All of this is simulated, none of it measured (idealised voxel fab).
This section sets out a process module, namely voxel capacitor over wiring.
cross-section cut | 195 nm wide | cells 5 nm
Cross-sections here: square-cell grids, written as top-down lists of bands, a band being one or more rows of cells.
Band: top and bottom heights (nm) first, top before bottom; then materials from left to right, widths in nm. "edge to edge" marks a sole material filling the band edge to edge. "empty" denotes empty space.
Heights are expressed relative to 0, this being the level below which the as-received wafer comprises one material exclusively. The lowest band is unbounded in the downward direction and is denoted as in "0 -> down".
Note: "30->40" means the width goes from the first number (top row of the band) to the second number (bottom row) in equal steps per row of cells.
The designation "identical to before", where it is given for a processing step, indicates that no cell of the cross-section was altered in the course of that step.
Under "Closed void table" you'll find the enclosed gaps, the ones with no way out to the top, that are 8 cells or bigger; each reads width x height at distance, with distance counted from the left edge, everything in nm.
On each step's line, the part that comes after the settings is the simulator's own comment on the step.
overlay nm, on a step with a mask: how far to the right of its planned place the mask lay; to the left if negative
## Steps planned for the process
- 1: RECEIVE | material Si
- 2: CONFORMAL_DEP | material SiO2 | thk nm 15
- 3: DIRECTIONAL_DEP | material TiN | thk nm 5
- 4: DIRECTIONAL_DEP | material W | thk nm 15
- 5: DIRECTIONAL_DEP | material aC | thk nm 15
- 6: PATTERN | tone cover | mask id METAL_1 | material resist | width nm 20 | pitch nm 75 | thk nm 35 | overlay nm 0
- 7: DIRECTIONAL_ETCH | etch materials aC | depth nm 15
- 8: STRIP | etch materials resist
- 9: DIRECTIONAL_ETCH | etch materials W | depth nm 15
- 10: DIRECTIONAL_ETCH | etch materials TiN | depth nm 5
- 11: STRIP | etch materials aC
- 12: CONFORMAL_DEP | material SiCN | thk nm 5
- 13: FILL_DEP | material lowk | thk nm 5
- 14: CMP | height nm 35
- 15: CONFORMAL_DEP | material SiCN | thk nm 5
- 16: DIRECTIONAL_DEP | material lowk | thk nm 10
- 17: DIRECTIONAL_DEP | material aC | thk nm 15
- 18: PATTERN | tone open | mask id PLUG_1 | material resist | width nm 15 | thk nm 35 | overlay nm 0
- 19: DIRECTIONAL_ETCH | etch materials aC | depth nm 15
- 20: STRIP | etch materials resist
- 21: DIRECTIONAL_ETCH | etch materials lowk | depth nm 10
- 22: DIRECTIONAL_ETCH | etch materials SiCN | depth nm 5
- 23: STRIP | etch materials aC
- 24: EPI | material Ru | thk nm 10
- 25: EPI | material Ru | thk nm 5
- 26: DIRECTIONAL_DEP | material TiN | thk nm 5
- 27: DIRECTIONAL_DEP | material Al2O3 | thk nm 5
- 28: DIRECTIONAL_DEP | material TiN | thk nm 10
- 29: MASKED_ETCH | tone cover | mask id UPPER_PLATE | width nm 60 | etch materials TiN | depth nm 10 | overlay nm 0
- 30: MASKED_ETCH | tone cover | mask id UPPER_PLATE | width nm 60 | etch materials Al2O3 | depth nm 5 | overlay nm 0
- 31: DIRECTIONAL_DEP | material aC | thk nm 15
- 32: PATTERN | tone cover | mask id LOWER_PLATE | material resist | width nm 70 | thk nm 30 | overlay nm 0
- 33: DIRECTIONAL_ETCH | etch materials aC | depth nm 15
- 34: STRIP | etch materials resist
- 35: DIRECTIONAL_ETCH | etch materials TiN | depth nm 5
- 36: STRIP | etch materials aC
- 37: FILL_DEP | material SiO2 | thk nm 20
- 38: CMP | height nm 85
- 39: MASKED_ETCH | tone open | mask id PLUG_2 | width nm 15 | etch materials SiO2 | depth nm 15 | overlay nm 0
- 40: CONFORMAL_DEP | material TiN | thk nm 5
- 41: FILL_DEP | material Cu | thk nm 5
- 42: CMP | height nm 85
- 43: CONFORMAL_DEP | material SiCN | thk nm 5
## Cross-section of the wafer upon arrival, representing the state reached after step 1
* 0 -> down | Si edge to edge
* Closed void table: none
## First of two wafers, end-of-module section, run followed plan
* 90 -> 85 | SiCN edge to edge
* 85 -> 75 | SiO2=65 / TiN=5 / Cu=5 / TiN=5 / SiO2=115
* 75 -> 70 | SiO2=65 / TiN=15 / SiO2=115
* 70 -> 60 | SiO2=55 / TiN=60 / SiO2=80
* 60 -> 55 | SiO2=55 / Al2O3=60 / SiO2=80
* 55 -> 50 | SiO2=50 / TiN=70 / SiO2=75
* 50 -> 40 | lowk=55 / Ru=15 / lowk=125
* 40 -> 35 | SiCN=55 / Ru=15 / SiCN=125
* 35 -> 20 | lowk=45 / SiCN=5 / W=20 / SiCN=5 / lowk=45 / SiCN=5 / W=20 / SiCN=5 / lowk=45
* 20 -> 15 | SiCN=50 / TiN=20 / SiCN=55 / TiN=20 / SiCN=50
* 15 -> 0 | SiO2 edge to edge
* 0 -> down | Si edge to edge
* Closed void table: none
## So this is wafer number two of the two, cut at the end of the module - it started where the first did and had the same plan, we just got one thing wrong running it
* 90 -> 85 | SiCN edge to edge
* 85 -> 75 | SiO2=65 / TiN=5 / Cu=5 / TiN=5 / SiO2=115
* 75 -> 70 | SiO2=65 / TiN=15 / SiO2=115
* 70 -> 65 | SiO2=50 / TiN=5 / SiO2=60 / TiN=5 / SiO2=75
* 65 -> 60 | TiN=55 / SiO2=60 / TiN=80
* 60 -> 55 | Al2O3 edge to edge
* 55 -> 50 | TiN edge to edge
* 50 -> 40 | lowk=55 / Ru=15 / lowk=125
* 40 -> 35 | SiCN=55 / Ru=15 / SiCN=125
* 35 -> 20 | lowk=45 / SiCN=5 / W=20 / SiCN=5 / lowk=45 / SiCN=5 / W=20 / SiCN=5 / lowk=45
* 20 -> 15 | SiCN=50 / TiN=20 / SiCN=55 / TiN=20 / SiCN=50
* 15 -> 0 | SiO2 edge to edge
* 0 -> down | Si edge to edge
* Closed void table: none
Against the plan, the run slipped here: step 29 ran as: MASKED_ETCH | tone open | mask id UPPER_PLATE | width nm 60 | etch materials TiN | depth nm 10 | overlay nm 0
End of process, cell counts, second wafer against first, materials with more or fewer: Al2O3 +27; SiO2 -57; TiN +30
